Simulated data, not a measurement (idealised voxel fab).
A process module follows: voxel capacitor over wiring.
It is cross-section cut that appears here, measuring 150 nm in width, its square cells being 5 nm in size.
Just so we're on the same page, the cross-sections are grids of square cells, and they're listed out in bands top to bottom, each band one or more rows deep. Look at the band entry: it leads with the top's height and the bottom's height in nm. Then it lists the materials left to right, with a width in nm for each. The word "edge to edge" on a single material says that material fills the band edge to edge. The word "empty" is empty space. Ref level 0: as-received wafer is one material below here. Bottom band extends down with no lower bound ("0 down"). Read "30->40" as a graded width: first number on top, second number at the bottom, same change between each pair of neighbouring rows. Where a step carries "no change", the cross-section came out of it unchanged, cell for cell. "Internal closed voids": sealed empty spaces, 8 cells or more, no open way to top, listed width x height at distance, with distance from the left edge and width, height and distance in nm. Step line, after settings: the simulator's comment on this step. overlay nm: where the mask lay relative to plan, measured to the right, on steps with a mask; negatives go left.

# plan
1. op RECEIVE | material Si
2. op CONFORMAL_DEP | material SiO2 | thk nm 15
3. op CONFORMAL_DEP | material SiCN | thk nm 5
4. op DIRECTIONAL_DEP | material SiO2 | thk nm 25
5. op PATTERN | tone open | mask id METAL_1 | material resist | width nm 20 | pitch nm 90 | thk nm 15 | overlay nm 0
6. op DIRECTIONAL_ETCH | etch materials SiO2 | depth nm 25
7. op DIRECTIONAL_ETCH | etch materials SiCN | depth nm 5
8. op STRIP | etch materials resist
9. op CONFORMAL_DEP | material TiN | thk nm 5
10. op FILL_DEP | material W | thk nm 10
11. op CMP | height nm 45
12. op CONFORMAL_DEP | material SiCN | thk nm 5
13. op DIRECTIONAL_DEP | material lowk | thk nm 10
14. op MASKED_ETCH | tone open | mask id PLUG_1 | width nm 15 | etch materials lowk | depth nm 10 | overlay nm 0
15. op MASKED_ETCH | tone open | mask id PLUG_1 | width nm 15 | etch materials SiCN | depth nm 5 | overlay nm 0
16. op EPI | material Ru | thk nm 10
17. op EPI | material Ru | thk nm 5
18. op DIRECTIONAL_DEP | material TiN | thk nm 10
19. op DIRECTIONAL_DEP | material HfO2 | thk nm 5
20. op DIRECTIONAL_DEP | material TiN | thk nm 10
21. op MASKED_ETCH | tone cover | mask id UPPER_PLATE | width nm 65 | etch materials TiN | depth nm 10 | overlay nm 0
22. op MASKED_ETCH | tone cover | mask id UPPER_PLATE | width nm 75 | etch materials HfO2 | depth nm 5 | overlay nm 0
23. op DIRECTIONAL_DEP | material aC | thk nm 15
24. op PATTERN | tone cover | mask id LOWER_PLATE | material resist | width nm 85 | thk nm 35 | overlay nm 0
25. op DIRECTIONAL_ETCH | etch materials aC | depth nm 15
26. op STRIP | etch materials resist
27. op DIRECTIONAL_ETCH | etch materials TiN | depth nm 10
28. op STRIP | etch materials aC
29. op FILL_DEP | material SiO2 | thk nm 20
30. op CMP | height nm 100
31. op MASKED_ETCH | tone open | mask id PLUG_2 | width nm 15 | etch materials SiO2 | depth nm 15 | overlay nm 0
32. op CONFORMAL_DEP | material TiN | thk nm 5
33. op FILL_DEP | material Cu | thk nm 5
34. op CMP | height nm 100
35. op CONFORMAL_DEP | material SiCN | thk nm 5
Where the wafers of this document differ is in the width nm of step 21; they start out the same, and the plan states the value that applied to the first wafer.

# As-received state after step 1, first of several wafers, cross-section
> 0 down  Si edge to edge
> Internal closed voids: none

# At the end of the module, after its last step, step 35, the first of several wafers appears in cross-section as follows
> 105 to 100  SiCN edge to edge
> 100 to 90  SiO2 35  TiN 5  Cu 5  TiN 5  SiO2 100
> 90 to 85  SiO2 35  TiN 15  SiO2 100
> 85 to 75  SiO2 30  TiN 65  SiO2 55
> 75 to 70  SiO2 25  HfO2 75  SiO2 50
> 70 to 60  SiO2 20  TiN 85  SiO2 45
> 60 to 50  lowk 25  Ru 15  lowk 110
> 50 to 45  SiCN 25  Ru 15  SiCN 110
> 45 to 20  SiO2 20  TiN 5  W 10  TiN 5  SiO2 70  TiN 5  W 10  TiN 5  SiO2 20
> 20 to 15  SiCN 20  TiN 20  SiCN 70  TiN 20  SiCN 20
> 15 to 0  SiO2 edge to edge
> 0 down  Si edge to edge
> Internal closed voids: none

# Here we cross-sectioned the last of the wafers once the module was done
> 105 to 100  SiCN edge to edge
> 100 to 90  SiO2 35  TiN 5  Cu 5  TiN 5  SiO2 100
> 90 to 85  SiO2 35  TiN 15  SiO2 100
> 85 to 75  SiO2 20  TiN 85  SiO2 45
> 75 to 70  SiO2 20  HfO2 90  SiO2 40
> 70 to 60  SiO2 20  TiN 90  SiO2 40
> 60 to 50  lowk 25  Ru 15  lowk 110
> 50 to 45  SiCN 25  Ru 15  SiCN 110
> 45 to 20  SiO2 20  TiN 5  W 10  TiN 5  SiO2 70  TiN 5  W 10  TiN 5  SiO2 20
> 20 to 15  SiCN 20  TiN 20  SiCN 70  TiN 20  SiCN 20
> 15 to 0  SiO2 edge to edge
> 0 down  Si edge to edge
> Internal closed voids: none

# Heads up, this table goes wafer by wafer. A row tells you, at the end of the module, how many cells of each material that wafer has put on (+) or dropped (-) since it was received, and then its closed voids
width nm 65; +2 Cu; +15 HfO2; +9 Ru; +79 SiCN; +356 SiO2; +95 TiN; +20 W; +54 lowk; Internal closed voids: none
width nm 70; +2 Cu; +15 HfO2; +9 Ru; +79 SiCN; +354 SiO2; +97 TiN; +20 W; +54 lowk; Internal closed voids: none
width nm 75; +2 Cu; +15 HfO2; +9 Ru; +79 SiCN; +352 SiO2; +99 TiN; +20 W; +54 lowk; Internal closed voids: none
width nm 80; +2 Cu; +16 HfO2; +9 Ru; +79 SiCN; +349 SiO2; +101 TiN; +20 W; +54 lowk; Internal closed voids: none
width nm 85; +2 Cu; +17 HfO2; +9 Ru; +79 SiCN; +346 SiO2; +103 TiN; +20 W; +54 lowk; Internal closed voids: none
width nm 90; +2 Cu; +18 HfO2; +9 Ru; +79 SiCN; +343 SiO2; +105 TiN; +20 W; +54 lowk; Internal closed voids: none
